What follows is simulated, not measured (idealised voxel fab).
Herein follows the process module entitled voxel wiring stack.
For reference, the cross-section in this document is cut, with width 210 nm and square cells of 5 nm.
We lay out every cross-section as a grid of square cells and spell it out in bands from the top down, where one band means one or more rows of cells. Each band's line starts with the height of the band's top and of its bottom, in nm. Then come its materials from left to right, each with its width in nm. One material with "throughout" fills the band from edge to edge. "empty" is empty space. Convention: height 0 is the level below which the wafer, as received, is all one material. The lowest band does not terminate at the bottom but continues downward, represented as "0 and below". Think of "30..40" as a width that walks from the first number to the second as you go down the band, top row to bottom row, taking equal-sized steps from row to row. Any step labelled "left unchanged" changed none of the cells in the cross-section. The list in "Enclosed void listing" covers empty spaces of 8 cells or more that cannot reach the top through any open way, and it gives each as width x height at distance; the distance is from the left edge, and width, height and distance are in nm. Step line, after settings: the simulator's comment on this step. The line of a step may include "overlay nm". On a step with a mask, this value is how far to the right of its planned place the mask lay. A negative value means the mask lay to the left.

Plan:
1,RECEIVE | material Si
2,CONFORMAL_DEP | material SiO2 | thk nm 10
3,DIRECTIONAL_DEP | material TiN | thk nm 5
4,DIRECTIONAL_DEP | material W | thk nm 25
5,PATTERN | tone cover | mask id METAL_1 | material resist | width nm 30 | pitch nm 55 | thk nm 15 | overlay nm 0
6,DIRECTIONAL_ETCH | etch materials W | depth nm 25
7,DIRECTIONAL_ETCH | etch materials TiN | depth nm 5
8,STRIP | etch materials resist
9,FILL_DEP | material lowk | thk nm 5
10,CMP | height nm 40
11,CONFORMAL_DEP | material SiCN | thk nm 5
12,DIRECTIONAL_DEP | material lowk | thk nm 10
13,DIRECTIONAL_DEP | material aC | thk nm 15
14,PATTERN | tone open | mask id PLUG_1 | material resist | width nm 15 | pitch nm 55 | thk nm 30 | overlay nm 0
15,DIRECTIONAL_ETCH | etch materials aC | depth nm 15
16,STRIP | etch materials resist
17,DIRECTIONAL_ETCH | etch materials lowk | depth nm 10
18,DIRECTIONAL_ETCH | etch materials SiCN | depth nm 5
19,STRIP | etch materials aC
20,EPI | material Ru | thk nm 10
21,EPI | material Ru | thk nm 5
22,CONFORMAL_DEP | material SiCN | thk nm 5
23,DIRECTIONAL_DEP | material SiO2 | thk nm 25
24,DIRECTIONAL_DEP | material aC | thk nm 10
25,PATTERN | tone open | mask id METAL_2 | material resist | width nm 30 | pitch nm 55 | thk nm 25 | overlay nm 0
26,DIRECTIONAL_ETCH | etch materials aC | depth nm 10
27,STRIP | etch materials resist
28,DIRECTIONAL_ETCH | etch materials SiO2 | depth nm 25
29,DIRECTIONAL_ETCH | etch materials SiCN | depth nm 5
30,STRIP | etch materials aC
31,CONFORMAL_DEP | material TiN | thk nm 5
32,FILL_DEP | material W | thk nm 5
33,CMP | height nm 85
34,CONFORMAL_DEP | material SiN | thk nm 5

Cross-section of the wafer as it came to us, i.e., already through step 1:
0 and below  Si throughout
Enclosed void listing: none

Cross-sectional view of the first of the two wafers upon completion of the module, processed in accordance with the plan:
90 down to 85  SiN throughout
85 down to 60  35 of SiO2; 5 of TiN; 20 of W; 5 of TiN; 25 of SiO2; 5 of TiN; 20 of W; 5 of TiN; 25 of SiO2; 5 of TiN; 20 of W; 5 of TiN; 35 of SiO2
60 down to 55  35 of SiCN; 30 of TiN; 25 of SiCN; 30 of TiN; 25 of SiCN; 30 of TiN; 35 of SiCN
55 down to 45  35 of lowk; 15 of Ru; 40 of lowk; 15 of Ru; 40 of lowk; 15 of Ru; 50 of lowk
45 down to 40  35 of SiCN; 15 of Ru; 40 of SiCN; 15 of Ru; 40 of SiCN; 15 of Ru; 50 of SiCN
40 down to 15  35 of lowk; 30 of W; 25 of lowk; 30 of W; 25 of lowk; 30 of W; 35 of lowk
15 down to 10  35 of lowk; 30 of TiN; 25 of lowk; 30 of TiN; 25 of lowk; 30 of TiN; 35 of lowk
10 down to 0  SiO2 throughout
0 and below  Si throughout
Enclosed void listing: none

Cross-section of the latter of the two wafers at module completion. It had an identical start and an identical plan to the former; in running it, one mistake was made:
90 down to 85  SiN throughout
85 down to 60  35 of SiO2; 5 of TiN; 20 of W; 5 of TiN; 25 of SiO2; 5 of TiN; 20 of W; 5 of TiN; 25 of SiO2; 5 of TiN; 20 of W; 5 of TiN; 35 of SiO2
60 down to 55  35 of SiCN; 30 of TiN; 25 of SiCN; 30 of TiN; 25 of SiCN; 30 of TiN; 35 of SiCN
55 down to 45  45 of lowk; 15 of Ru; 40 of lowk; 15 of Ru; 40 of lowk; 15 of Ru; 40 of lowk
45 down to 40  45 of SiCN; 15 of Ru; 40 of SiCN; 15 of Ru; 40 of SiCN; 15 of Ru; 40 of SiCN
40 down to 15  35 of lowk; 30 of W; 25 of lowk; 30 of W; 25 of lowk; 30 of W; 35 of lowk
15 down to 10  35 of lowk; 30 of TiN; 25 of lowk; 30 of TiN; 25 of lowk; 30 of TiN; 35 of lowk
10 down to 0  SiO2 throughout
0 and below  Si throughout
Enclosed void listing: none
The mistake made against the process plan was this: step 14 ran as: PATTERN | tone open | mask id PLUG_1 | material resist | width nm 15 | pitch nm 55 | thk nm 30 | overlay nm 10
at the end the second wafer has, in cells: as many of each material as the first, in other places
